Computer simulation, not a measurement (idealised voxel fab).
This section sets out a process module, namely voxel gate over fins.
It is cross-section cut that appears here, measuring 150 nm in width, its square cells being 5 nm in size.
Heads up, the way a cross-section reads in here is a grid of square cells, handed over as bands from the top down, with every band being one or more rows of cells.
The band entry comprises the height of the band's top followed by the height of its bottom, expressed in nm, and subsequently the band's materials from left to right, each stated together with its width in nm. Where a single material is marked with the word "edge to edge", that material fills the band from edge to edge. The word "empty" represents empty space.
Heads up on the height convention: 0 is the point under which the incoming wafer is all one material, and the lowest band has no bottom, it just keeps going down, like "0 nm and below".
With a width like "30 to 40", each row of cells in the band differs from the next by the same amount, the top row carrying the first number and the bottom row the second.
"no alterations made" after a step means that no cell of the cross-section changed.
In the "Closed cavity list" entry, you get each enclosed empty space of 8 cells or more, one with no open way to the top, written width x height at distance, distance from the left edge, in nm.
What comes after the settings on a step's line is commentary from the simulator itself on that step.
"overlay nm", when on a step's line for a step with a mask, measures how far to the right of its planned place the mask lay; a negative measure means to the left.

**List of planned process steps**
| 1 | RECEIVE | material Si |
| 2 | CONFORMAL_DEP | material SiN | thk nm 10 |
| 3 | PATTERN | tone cover | mask id FINS | material resist | width nm 15 | pitch nm 35 | thk nm 15 | overlay nm -15 |
| 4 | DIRECTIONAL_ETCH | etch materials SiN | depth nm 10 |
| 5 | DIRECTIONAL_ETCH | etch materials Si | depth nm 30 |
| 6 | STRIP | etch materials resist |
| 7 | OXIDIZE | depth nm 5 |
| 8 | FILL_DEP | material SiO2 | thk nm 10 |
| 9 | CMP | height nm 10 |
| 10 | SELECTIVE_ETCH | etch materials SiO2 | depth nm 20 |
| 11 | STRIP | etch materials SiN |
| 12 | CONFORMAL_DEP | material HfO2 | thk nm 5 |
| 13 | CONFORMAL_DEP | material TiN | thk nm 5 |
| 14 | CONFORMAL_DEP | material TiAl | thk nm 5 |
| 15 | CONFORMAL_DEP | material TiN | thk nm 5 |
| 16 | FILL_DEP | material W | thk nm 10 |
| 17 | CMP | height nm 25 |
| 18 | CONFORMAL_DEP | material SiN | thk nm 5 |
Wafers differ in overlay nm at step 3; plan lists the first wafer's value; identical starting state.

**The as-received cross-section of the first of several wafers corresponds to the state after step 1**
- 0 nm and below = Si edge to edge
- Closed cavity list: none

**Quick look at the cross-section of the first of several wafers after step 18, which wraps up the module**
- 30 nm to 25 nm = SiN edge to edge
- 25 nm to 20 nm = W edge to edge
- 20 nm to 15 nm = 115 nm TiN | 35 nm W
- 15 nm to 10 nm = 5 nm TiN | 105 nm TiAl | 5 nm TiN | 35 nm W
- 10 nm to 5 nm = 5 nm TiN | 5 nm TiAl | 25 nm TiN | 10 nm TiAl | 25 nm TiN | 10 nm TiAl | 25 nm TiN | 5 nm TiAl | 40 nm TiN
- 5 nm to 0 nm = 10 nm TiAl | 5 nm TiN | 15 nm HfO2 | 5 nm TiN | 10 nm TiAl | 5 nm TiN | 15 nm HfO2 | 5 nm TiN | 10 nm TiAl | 5 nm TiN | 15 nm HfO2 | 5 nm TiN | 45 nm TiAl
- 0 nm to -5 nm = 15 nm TiN | 5 nm HfO2 | 5 nm Si | 5 nm HfO2 | 20 nm TiN | 5 nm HfO2 | 5 nm Si | 5 nm HfO2 | 20 nm TiN | 5 nm HfO2 | 5 nm Si | 5 nm HfO2 | 50 nm TiN
- -5 nm to -10 nm = 20 nm HfO2 | 5 nm Si | 30 nm HfO2 | 5 nm Si | 30 nm HfO2 | 5 nm Si | 55 nm HfO2
- -10 nm to -35 nm = 20 nm SiO2 | 5 nm Si | 30 nm SiO2 | 5 nm Si | 30 nm SiO2 | 5 nm Si | 55 nm SiO2
- -35 nm and below = Si edge to edge
- Closed cavity list: none

**Cross-sectional view of the final wafer of several at the module's end**
- 30 nm to 25 nm = SiN edge to edge
- 25 nm to 20 nm = W edge to edge
- 20 nm to 15 nm = 30 nm W | 115 nm TiN | 5 nm W
- 15 nm to 10 nm = 30 nm W | 5 nm TiN | 105 nm TiAl | 5 nm TiN | 5 nm W
- 10 nm to 5 nm = 35 nm TiN | 5 nm TiAl | 25 nm TiN | 10 nm TiAl | 25 nm TiN | 10 nm TiAl | 25 nm TiN | 5 nm TiAl | 10 nm TiN
- 5 nm to 0 nm = 40 nm TiAl | 5 nm TiN | 15 nm HfO2 | 5 nm TiN | 10 nm TiAl | 5 nm TiN | 15 nm HfO2 | 5 nm TiN | 10 nm TiAl | 5 nm TiN | 15 nm HfO2 | 5 nm TiN | 15 nm TiAl
- 0 nm to -5 nm = 45 nm TiN | 5 nm HfO2 | 5 nm Si | 5 nm HfO2 | 20 nm TiN | 5 nm HfO2 | 5 nm Si | 5 nm HfO2 | 20 nm TiN | 5 nm HfO2 | 5 nm Si | 5 nm HfO2 | 20 nm TiN
- -5 nm to -10 nm = 50 nm HfO2 | 5 nm Si | 30 nm HfO2 | 5 nm Si | 30 nm HfO2 | 5 nm Si | 25 nm HfO2
- -10 nm to -35 nm = 50 nm SiO2 | 5 nm Si | 30 nm SiO2 | 5 nm Si | 30 nm SiO2 | 5 nm Si | 25 nm SiO2
- -35 nm and below = Si edge to edge
- Closed cavity list: none

**wafer rows; end of module; cells per material since receipt: (+) gained, (-) lost; then closed voids**
overlay nm -15; +42 HfO2; -189 Si; +30 SiN; +135 SiO2; +42 TiAl; +76 TiN; +44 W; Closed cavity list: none
overlay nm -10; +42 HfO2; -189 Si; +30 SiN; +135 SiO2; +42 TiAl; +76 TiN; +44 W; Closed cavity list: none
overlay nm -5; +42 HfO2; -189 Si; +30 SiN; +135 SiO2; +42 TiAl; +76 TiN; +44 W; Closed cavity list: none
overlay nm 0; +42 HfO2; -189 Si; +30 SiN; +135 SiO2; +42 TiAl; +76 TiN; +44 W; Closed cavity list: none
overlay nm 5; +42 HfO2; -189 Si; +30 SiN; +135 SiO2; +42 TiAl; +76 TiN; +44 W; Closed cavity list: none
overlay nm 10; +42 HfO2; -189 Si; +30 SiN; +135 SiO2; +42 TiAl; +76 TiN; +44 W; Closed cavity list: none
overlay nm 15; +42 HfO2; -189 Si; +30 SiN; +135 SiO2; +42 TiAl; +76 TiN; +44 W; Closed cavity list: none
